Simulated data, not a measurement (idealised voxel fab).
Process module, titled voxel gate over fins
Square cells of 5 nm make up the cross-section cut, whose width is 165 nm.
Cross-section format: a grid of square cells, given as bands from top to bottom; each band is one or more rows of cells.
Heights first: top, then bottom, in nm. Then materials, left to right, each with a width in nm. "edge to edge" on a single material: fills the band edge to edge. "blank": empty space.
For the purposes of this specification, 0 denotes the height below which the wafer in its as-received condition is composed wholly of one material, and the lowermost band, lacking a lower limit, extends downward without end, as expressed in "0 down".
Width "30..40": first value at the band's top row of cells, second value at its bottom row, equal change from row to row.
No cell of the cross-section changed in a step that is given as "all unchanged".
Empty spaces without an open route to the top, at least 8 cells in extent, make up the entry "Enclosed cavities"; each is given as width x height at distance, where the distance is measured from the left edge, and all are in nm.
Where a step's line continues beyond its settings, the continuation is a remark by the simulator itself on that step.
When a step includes a mask, the "overlay nm" setting on its line states how far to the right of its planned place that mask lay, and negative values state how far to the left.
# So here's the lineup of process steps we planned
step 1: op RECEIVE | material Si
step 2: op CONFORMAL_DEP | material SiN | thk nm 5
step 3: op MASKED_ETCH | tone cover | mask id FINS | width nm 15 | pitch nm 55 | etch materials SiN | depth nm 5 | overlay nm 0
step 4: op MASKED_ETCH | tone cover | mask id FINS | width nm 15 | pitch nm 55 | etch materials Si | depth nm 40 | overlay nm 0
step 5: op OXIDIZE | depth nm 5
step 6: op FILL_DEP | material SiO2 | thk nm 15
step 7: op CMP | height nm 5
step 8: op PATTERN | tone open | mask id RAIL | material resist | width nm 15 | thk nm 15 | overlay nm 0
step 9: op DIRECTIONAL_ETCH | etch materials SiO2 | depth nm 40
step 10: op STRIP | etch materials resist
step 11: op CONFORMAL_DEP | material TiN | thk nm 5
step 12: op FILL_DEP | material W | thk nm 5
step 13: op CMP | height nm 5
step 14: op SELECTIVE_ETCH | etch materials W Ru TiN | depth nm 25
step 15: op FILL_DEP | material SiO2 | thk nm 5
step 16: op CMP | height nm 5
step 17: op SELECTIVE_ETCH | etch materials SiO2 | depth nm 15
step 18: op STRIP | etch materials SiN
step 19: op CONFORMAL_DEP | material HfO2 | thk nm 5
step 20: op CONFORMAL_DEP | material TiN | thk nm 5
step 21: op CONFORMAL_DEP | material TiAl | thk nm 5
step 22: op CONFORMAL_DEP | material TiN | thk nm 5
step 23: op FILL_DEP | material W | thk nm 15
step 24: op CMP | height nm 30
step 25: op CONFORMAL_DEP | material SiN | thk nm 5
# So, the first of our two wafers, run just as we planned it
# Cross-section of the wafer upon arrival, representing the state reached after step 1
    0 down | Si edge to edge
    Enclosed cavities: none
# Wafer after step 2 (cross-section)
    5 to 0 | SiN edge to edge
    No changes below 0.
# Wafer after step 3 (cross-section)
    5 to 0 | 45 of blank / 15 of SiN / 40 of blank / 15 of SiN / 50 of blank
    No changes below 0.
# Wafer after step 4 (cross-section)
    5 to 0 | 45 of blank / 15 of SiN / 40 of blank / 15 of SiN / 50 of blank
    0 to -40 | 45 of blank / 15 of Si / 40 of blank / 15 of Si / 50 of blank
    No changes below -40.
# Wafer after step 5 (cross-section)
    5 to 0 | 45 of blank / 15 of SiN / 40 of blank / 15 of SiN / 50 of blank
    0 to -40 | 45 of blank / 5 of SiO2 / 5 of Si / 5 of SiO2 / 40 of blank / 5 of SiO2 / 5 of Si / 5 of SiO2 / 50 of blank
    -40 to -45 | 50 of SiO2 / 5 of Si / 50 of SiO2 / 5 of Si / 55 of SiO2
    No changes below -45.
# Wafer after step 6 (cross-section)
    20 to 5 | SiO2 edge to edge
    5 to 0 | 45 of SiO2 / 15 of SiN / 40 of SiO2 / 15 of SiN / 50 of SiO2
    0 to -45 | 50 of SiO2 / 5 of Si / 50 of SiO2 / 5 of Si / 55 of SiO2
    No changes below -45.
# Wafer after step 7 (cross-section)
    5 to 0 | 45 of SiO2 / 15 of SiN / 40 of SiO2 / 15 of SiN / 50 of SiO2
    No changes below 0.
# Wafer after step 8 (cross-section)
    20 to 5 | 70 of resist / 15 of blank / 80 of resist
    No changes below 5.
# Wafer after step 9 (cross-section)
    20 to 5 | 70 of resist / 15 of blank / 80 of resist
    5 to 0 | 45 of SiO2 / 15 of SiN / 10 of SiO2 / 15 of blank / 15 of SiO2 / 15 of SiN / 50 of SiO2
    0 to -35 | 50 of SiO2 / 5 of Si / 15 of SiO2 / 15 of blank / 20 of SiO2 / 5 of Si / 55 of SiO2
    No changes below -35.
# Wafer after step 10 (cross-section)
    5 to 0 | 45 of SiO2 / 15 of SiN / 10 of SiO2 / 15 of blank / 15 of SiO2 / 15 of SiN / 50 of SiO2
    No changes below 0.
# Wafer after step 11 (cross-section)
    10 to 5 | 75 of TiN / 5 of blank / 85 of TiN
    5 to 0 | 45 of SiO2 / 15 of SiN / 10 of SiO2 / 5 of TiN / 5 of blank / 5 of TiN / 15 of SiO2 / 15 of SiN / 50 of SiO2
    0 to -30 | 50 of SiO2 / 5 of Si / 15 of SiO2 / 5 of TiN / 5 of blank / 5 of TiN / 20 of SiO2 / 5 of Si / 55 of SiO2
    -30 to -35 | 50 of SiO2 / 5 of Si / 15 of SiO2 / 15 of TiN / 20 of SiO2 / 5 of Si / 55 of SiO2
    No changes below -35.
# Wafer after step 12 (cross-section)
    15 to 10 | W edge to edge
    10 to 5 | 75 of TiN / 5 of W / 85 of TiN
    5 to 0 | 45 of SiO2 / 15 of SiN / 10 of SiO2 / 5 of TiN / 5 of W / 5 of TiN / 15 of SiO2 / 15 of SiN / 50 of SiO2
    0 to -30 | 50 of SiO2 / 5 of Si / 15 of SiO2 / 5 of TiN / 5 of W / 5 of TiN / 20 of SiO2 / 5 of Si / 55 of SiO2
    No changes below -30.
# Wafer after step 13 (cross-section)
    5 to 0 | 45 of SiO2 / 15 of SiN / 10 of SiO2 / 5 of TiN / 5 of W / 5 of TiN / 15 of SiO2 / 15 of SiN / 50 of SiO2
    No changes below 0.
# Wafer after step 14 (cross-section)
    5 to 0 | 45 of SiO2 / 15 of SiN / 10 of SiO2 / 15 of blank / 15 of SiO2 / 15 of SiN / 50 of SiO2
    0 to -20 | 50 of SiO2 / 5 of Si / 15 of SiO2 / 15 of blank / 20 of SiO2 / 5 of Si / 55 of SiO2
    No changes below -20.
# Wafer after step 15 (cross-section)
    10 to 5 | SiO2 edge to edge
    5 to 0 | 45 of SiO2 / 15 of SiN / 40 of SiO2 / 15 of SiN / 50 of SiO2
    0 to -20 | 50 of SiO2 / 5 of Si / 50 of SiO2 / 5 of Si / 55 of SiO2
    No changes below -20.
# Wafer after step 16 (cross-section)
    5 to 0 | 45 of SiO2 / 15 of SiN / 40 of SiO2 / 15 of SiN / 50 of SiO2
    No changes below 0.
# Wafer after step 17 (cross-section)
    5 to 0 | 45 of blank / 15 of SiN / 40 of blank / 15 of SiN / 50 of blank
    0 to -10 | 50 of blank / 5 of Si / 50 of blank / 5 of Si / 55 of blank
    No changes below -10.
# Wafer after step 18 (cross-section)
    0 to -10 | 50 of blank / 5 of Si / 50 of blank / 5 of Si / 55 of blank
    No changes below -10.
# Wafer after step 19 (cross-section)
    5 to 0 | 45 of blank / 15 of HfO2 / 40 of blank / 15 of HfO2 / 50 of blank
    0 to -5 | 45 of blank / 5 of HfO2 / 5 of Si / 5 of HfO2 / 40 of blank / 5 of HfO2 / 5 of Si / 5 of HfO2 / 50 of blank
    -5 to -10 | 50 of HfO2 / 5 of Si / 50 of HfO2 / 5 of Si / 55 of HfO2
    No changes below -10.
# Wafer after step 20 (cross-section)
    10 to 5 | 40 of blank / 25 of TiN / 30 of blank / 25 of TiN / 45 of blank
    5 to 0 | 40 of blank / 5 of TiN / 15 of HfO2 / 5 of TiN / 30 of blank / 5 of TiN / 15 of HfO2 / 5 of TiN / 45 of blank
    0 to -5 | 45 of TiN / 5 of HfO2 / 5 of Si / 5 of HfO2 / 40 of TiN / 5 of HfO2 / 5 of Si / 5 of HfO2 / 50 of TiN
    No changes below -5.
# Wafer after step 21 (cross-section)
    15 to 10 | 35 of blank / 35 of TiAl / 20 of blank / 35 of TiAl / 40 of blank
    10 to 5 | 35 of blank / 5 of TiAl / 25 of TiN / 5 of TiAl / 20 of blank / 5 of TiAl / 25 of TiN / 5 of TiAl / 40 of blank
    5 to 0 | 40 of TiAl / 5 of TiN / 15 of HfO2 / 5 of TiN / 30 of TiAl / 5 of TiN / 15 of HfO2 / 5 of TiN / 45 of TiAl
    No changes below 0.
# Wafer after step 22 (cross-section)
    20 to 15 | 30 of blank / 45 of TiN / 10 of blank / 45 of TiN / 35 of blank
    15 to 10 | 30 of blank / 5 of TiN / 35 of TiAl / 5 of TiN / 10 of blank / 5 of TiN / 35 of TiAl / 5 of TiN / 35 of blank
    10 to 5 | 35 of TiN / 5 of TiAl / 25 of TiN / 5 of TiAl / 20 of TiN / 5 of TiAl / 25 of TiN / 5 of TiAl / 40 of TiN
    No changes below 5.
# Wafer after step 23 (cross-section)
    35 to 20 | W edge to edge
    20 to 15 | 30 of W / 45 of TiN / 10 of W / 45 of TiN / 35 of W
    15 to 10 | 30 of W / 5 of TiN / 35 of TiAl / 5 of TiN / 10 of W / 5 of TiN / 35 of TiAl / 5 of TiN / 35 of W
    No changes below 10.
# Wafer after step 24 (cross-section)
    30 to 20 | W edge to edge
    No changes below 20.
# Wafer after step 25 (cross-section)
    35 to 30 | SiN edge to edge
    No changes below 30.
# Notes, second wafer: start = first wafer's, plan = first wafer's, execution had one mistake; history identical to first through step 7
# Second wafer: cross-section at the scheduled end of step 8
    20 to 5 | 75 of resist / 15 of blank / 75 of resist
    No changes below 5.
# Second wafer: cross-section at the scheduled end of step 9
    20 to 5 | 75 of resist / 15 of blank / 75 of resist
    5 to 0 | 45 of SiO2 / 15 of SiN / 15 of SiO2 / 15 of blank / 10 of SiO2 / 15 of SiN / 50 of SiO2
    0 to -35 | 50 of SiO2 / 5 of Si / 20 of SiO2 / 15 of blank / 15 of SiO2 / 5 of Si / 55 of SiO2
    No changes below -35.
# Second wafer: cross-section at the scheduled end of step 10
    5 to 0 | 45 of SiO2 / 15 of SiN / 15 of SiO2 / 15 of blank / 10 of SiO2 / 15 of SiN / 50 of SiO2
    No changes below 0.
# Second wafer: cross-section at the scheduled end of step 11
    10 to 5 | 80 of TiN / 5 of blank / 80 of TiN
    5 to 0 | 45 of SiO2 / 15 of SiN / 15 of SiO2 / 5 of TiN / 5 of blank / 5 of TiN / 10 of SiO2 / 15 of SiN / 50 of SiO2
    0 to -30 | 50 of SiO2 / 5 of Si / 20 of SiO2 / 5 of TiN / 5 of blank / 5 of TiN / 15 of SiO2 / 5 of Si / 55 of SiO2
    -30 to -35 | 50 of SiO2 / 5 of Si / 20 of SiO2 / 15 of TiN / 15 of SiO2 / 5 of Si / 55 of SiO2
    No changes below -35.
# Second wafer: cross-section at the scheduled end of step 12
    15 to 10 | W edge to edge
    10 to 5 | 80 of TiN / 5 of W / 80 of TiN
    5 to 0 | 45 of SiO2 / 15 of SiN / 15 of SiO2 / 5 of TiN / 5 of W / 5 of TiN / 10 of SiO2 / 15 of SiN / 50 of SiO2
    0 to -30 | 50 of SiO2 / 5 of Si / 20 of SiO2 / 5 of TiN / 5 of W / 5 of TiN / 15 of SiO2 / 5 of Si / 55 of SiO2
    No changes below -30.
# Second wafer: cross-section at the scheduled end of step 13
    5 to 0 | 45 of SiO2 / 15 of SiN / 15 of SiO2 / 5 of TiN / 5 of W / 5 of TiN / 10 of SiO2 / 15 of SiN / 50 of SiO2
    No changes below 0.
# Second wafer: cross-section at the scheduled end of step 14
    5 to 0 | 45 of SiO2 / 15 of SiN / 15 of SiO2 / 15 of blank / 10 of SiO2 / 15 of SiN / 50 of SiO2
    0 to -20 | 50 of SiO2 / 5 of Si / 20 of SiO2 / 15 of blank / 15 of SiO2 / 5 of Si / 55 of SiO2
    No changes below -20.
# Second wafer: cross-section at the scheduled end of step 15
    10 to 5 | SiO2 edge to edge
    5 to 0 | 45 of SiO2 / 15 of SiN / 40 of SiO2 / 15 of SiN / 50 of SiO2
    0 to -20 | 50 of SiO2 / 5 of Si / 50 of SiO2 / 5 of Si / 55 of SiO2
    No changes below -20.
# Second wafer: cross-section at the scheduled end of step 16
    5 to 0 | 45 of SiO2 / 15 of SiN / 40 of SiO2 / 15 of SiN / 50 of SiO2
    No changes below 0.
# Second wafer: cross-section at the scheduled end of step 17
    5 to 0 | 45 of blank / 15 of SiN / 40 of blank / 15 of SiN / 50 of blank
    0 to -10 | 50 of blank / 5 of Si / 50 of blank / 5 of Si / 55 of blank
    No changes below -10.
# Second wafer: cross-section at the scheduled end of step 18
    0 to -10 | 50 of blank / 5 of Si / 50 of blank / 5 of Si / 55 of blank
    No changes below -10.
# Second wafer: cross-section at the scheduled end of step 19
    5 to 0 | 45 of blank / 15 of HfO2 / 40 of blank / 15 of HfO2 / 50 of blank
    0 to -5 | 45 of blank / 5 of HfO2 / 5 of Si / 5 of HfO2 / 40 of blank / 5 of HfO2 / 5 of Si / 5 of HfO2 / 50 of blank
    -5 to -10 | 50 of HfO2 / 5 of Si / 50 of HfO2 / 5 of Si / 55 of HfO2
    No changes below -10.
# Second wafer: cross-section at the scheduled end of step 20
    10 to 5 | 40 of blank / 25 of TiN / 30 of blank / 25 of TiN / 45 of blank
    5 to 0 | 40 of blank / 5 of TiN / 15 of HfO2 / 5 of TiN / 30 of blank / 5 of TiN / 15 of HfO2 / 5 of TiN / 45 of blank
    0 to -5 | 45 of TiN / 5 of HfO2 / 5 of Si / 5 of HfO2 / 40 of TiN / 5 of HfO2 / 5 of Si / 5 of HfO2 / 50 of TiN
    No changes below -5.
# Second wafer: cross-section at the scheduled end of step 21
    15 to 10 | 35 of blank / 35 of TiAl / 20 of blank / 35 of TiAl / 40 of blank
    10 to 5 | 35 of blank / 5 of TiAl / 25 of TiN / 5 of TiAl / 20 of blank / 5 of TiAl / 25 of TiN / 5 of TiAl / 40 of blank
    5 to 0 | 40 of TiAl / 5 of TiN / 15 of HfO2 / 5 of TiN / 30 of TiAl / 5 of TiN / 15 of HfO2 / 5 of TiN / 45 of TiAl
    No changes below 0.
# Second wafer: cross-section at the scheduled end of step 22
    20 to 15 | 30 of blank / 45 of TiN / 10 of blank / 45 of TiN / 35 of blank
    15 to 10 | 30 of blank / 5 of TiN / 35 of TiAl / 5 of TiN / 10 of blank / 5 of TiN / 35 of TiAl / 5 of TiN / 35 of blank
    10 to 5 | 35 of TiN / 5 of TiAl / 25 of TiN / 5 of TiAl / 20 of TiN / 5 of TiAl / 25 of TiN / 5 of TiAl / 40 of TiN
    No changes below 5.
# Second wafer: cross-section at the scheduled end of step 23
    35 to 20 | W edge to edge
    20 to 15 | 30 of W / 45 of TiN / 10 of W / 45 of TiN / 35 of W
    15 to 10 | 30 of W / 5 of TiN / 35 of TiAl / 5 of TiN / 10 of W / 5 of TiN / 35 of TiAl / 5 of TiN / 35 of W
    No changes below 10.
# Second wafer: cross-section at the scheduled end of step 24
    30 to 20 | W edge to edge
    No changes below 20.
# Second wafer: cross-section at the scheduled end of step 25
    35 to 30 | SiN edge to edge
    No changes below 30.
What went wrong in running the wafer? contrary to plan, step 8 was performed as op PATTERN | tone open | mask id RAIL | material resist | width nm 15 | thk nm 15 | overlay nm 5
Tallied in cells, the final second wafer holds each material in the same quantity as the first, although not at the same places.
